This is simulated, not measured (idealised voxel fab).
Process module in this document: voxel spacer lines
This is section cut - it's 220 nm across, gridded in 5 nm square cells.
This document writes a cross-section as a grid whose cells are square, and gives it as bands, listed from the top down; one or more rows of cells form a band. Top height, bottom height, nm. Materials left to right, width each, nm. Single material + "everywhere" = fills band edge to edge. "blank" = empty. Basically, 0 is our baseline, since under it the wafer straight out of the box is all one material. The bottom band has no lower end and keeps on going down, so it looks like "0 -> down". Width spec "30 to 40" -> top row of cells at first value, bottom row at second value, equal per-row change in between. "left unchanged" for a step: no cell of the cross-section changed in that step. In "Unvented internal voids" the enclosed voids are listed, meaning empty spaces of 8 cells or larger without any opening to the top. The form is width x height at distance, distance from the left edge, units nm. Text after the settings on a step's line: the simulator's own remark on that step. Steps that use a mask can have "overlay nm" on their line. It says how far the mask sat to the right of where it was meant to be. Negative means to the left.
The process steps that were planned are listed below:
1) RECEIVE | material Si
2) CONFORMAL_DEP | material Al2O3 | thk nm 5
3) DIRECTIONAL_DEP | material TiN | thk nm 20
4) DIRECTIONAL_DEP | material polySi | thk nm 20
5) PATTERN | tone cover | mask id MANDREL | material resist | width nm 15 | pitch nm 60 | thk nm 25 | overlay nm 0
6) DIRECTIONAL_ETCH | etch materials polySi | depth nm 20
7) STRIP | etch materials resist
8) CONFORMAL_DEP | material SiN | thk nm 15
9) DIRECTIONAL_ETCH | etch materials SiN | depth nm 15
10) STRIP | etch materials polySi
11) DIRECTIONAL_ETCH | etch materials TiN | depth nm 20
12) STRIP | etch materials SiN
First of two wafers: run as planned:
The cross-section here shows the wafer as received, i.e. in its state after step 1:
> 0 -> down = Si everywhere
> Unvented internal voids: none
State of the wafer after step 2, shown in cross-section:
> 5 -> 0 = Al2O3 everywhere
> Below 0, no change.
State of the wafer after step 3, shown in cross-section:
> 25 -> 5 = TiN everywhere
> Below 5, no change.
State of the wafer after step 4, shown in cross-section:
> 45 -> 25 = polySi everywhere
> Below 25, no change.
State of the wafer after step 5, shown in cross-section:
> 70 -> 45 = blank: 70  resist: 15  blank: 45  resist: 15  blank: 75
> Below 45, no change.
State of the wafer after step 6, shown in cross-section:
> 70 -> 45 = blank: 70  resist: 15  blank: 45  resist: 15  blank: 75
> 45 -> 25 = blank: 70  polySi: 15  blank: 45  polySi: 15  blank: 75
> Below 25, no change.
State of the wafer after step 7, shown in cross-section:
> 45 -> 25 = blank: 70  polySi: 15  blank: 45  polySi: 15  blank: 75
> Below 25, no change.
State of the wafer after step 8, shown in cross-section:
> 60 -> 45 = blank: 55  SiN: 45  blank: 15  SiN: 45  blank: 60
> 45 -> 40 = blank: 55  SiN: 15  polySi: 15  SiN: 15  blank: 15  SiN: 15  polySi: 15  SiN: 15  blank: 60
> 40 -> 25 = SiN: 70  polySi: 15  SiN: 45  polySi: 15  SiN: 75
> Below 25, no change.
State of the wafer after step 9, shown in cross-section:
> 45 -> 25 = blank: 55  SiN: 15  polySi: 15  SiN: 15  blank: 15  SiN: 15  polySi: 15  SiN: 15  blank: 60
> Below 25, no change.
State of the wafer after step 10, shown in cross-section:
> 45 -> 25 = blank: 55  SiN: 15  blank: 15  SiN: 15  blank: 15  SiN: 15  blank: 15  SiN: 15  blank: 60
> Below 25, no change.
State of the wafer after step 11, shown in cross-section:
> 45 -> 25 = blank: 55  SiN: 15  blank: 15  SiN: 15  blank: 15  SiN: 15  blank: 15  SiN: 15  blank: 60
> 25 -> 5 = blank: 55  TiN: 15  blank: 15  TiN: 15  blank: 15  TiN: 15  blank: 15  TiN: 15  blank: 60
> Below 5, no change.
State of the wafer after step 12, shown in cross-section:
> 25 -> 5 = blank: 55  TiN: 15  blank: 15  TiN: 15  blank: 15  TiN: 15  blank: 15  TiN: 15  blank: 60
> Below 5, no change.
Wafer two: like wafer one in start and plan, but with one mistake in execution; identical up to and including step 1:
Second wafer, cut view, end of step 2 per plan: left unchanged
Second wafer, cut view, end of step 3 per plan:
> 20 -> 0 = TiN everywhere
> Below 0, no change.
Second wafer, cut view, end of step 4 per plan:
> 40 -> 20 = polySi everywhere
> Below 20, no change.
Second wafer, cut view, end of step 5 per plan:
> 65 -> 40 = blank: 70  resist: 15  blank: 45  resist: 15  blank: 75
> Below 40, no change.
Second wafer, cut view, end of step 6 per plan:
> 65 -> 40 = blank: 70  resist: 15  blank: 45  resist: 15  blank: 75
> 40 -> 20 = blank: 70  polySi: 15  blank: 45  polySi: 15  blank: 75
> Below 20, no change.
Second wafer, cut view, end of step 7 per plan:
> 40 -> 20 = blank: 70  polySi: 15  blank: 45  polySi: 15  blank: 75
> Below 20, no change.
Second wafer, cut view, end of step 8 per plan:
> 55 -> 40 = blank: 55  SiN: 45  blank: 15  SiN: 45  blank: 60
> 40 -> 35 = blank: 55  SiN: 15  polySi: 15  SiN: 15  blank: 15  SiN: 15  polySi: 15  SiN: 15  blank: 60
> 35 -> 20 = SiN: 70  polySi: 15  SiN: 45  polySi: 15  SiN: 75
> Below 20, no change.
Second wafer, cut view, end of step 9 per plan:
> 40 -> 20 = blank: 55  SiN: 15  polySi: 15  SiN: 15  blank: 15  SiN: 15  polySi: 15  SiN: 15  blank: 60
> Below 20, no change.
Second wafer, cut view, end of step 10 per plan:
> 40 -> 20 = blank: 55  SiN: 15  blank: 15  SiN: 15  blank: 15  SiN: 15  blank: 15  SiN: 15  blank: 60
> Below 20, no change.
Second wafer, cut view, end of step 11 per plan:
> 40 -> 20 = blank: 55  SiN: 15  blank: 15  SiN: 15  blank: 15  SiN: 15  blank: 15  SiN: 15  blank: 60
> 20 -> 0 = blank: 55  TiN: 15  blank: 15  TiN: 15  blank: 15  TiN: 15  blank: 15  TiN: 15  blank: 60
> Below 0, no change.
Second wafer, cut view, end of step 12 per plan:
> 20 -> 0 = blank: 55  TiN: 15  blank: 15  TiN: 15  blank: 15  TiN: 15  blank: 15  TiN: 15  blank: 60
> Below 0, no change.
So what did we get wrong on this run? skipped: plan step 2 (never run)
Looking at both finished wafers in cells, the second ends up ahead of or behind the first on some materials: 44 fewer of Al2O3
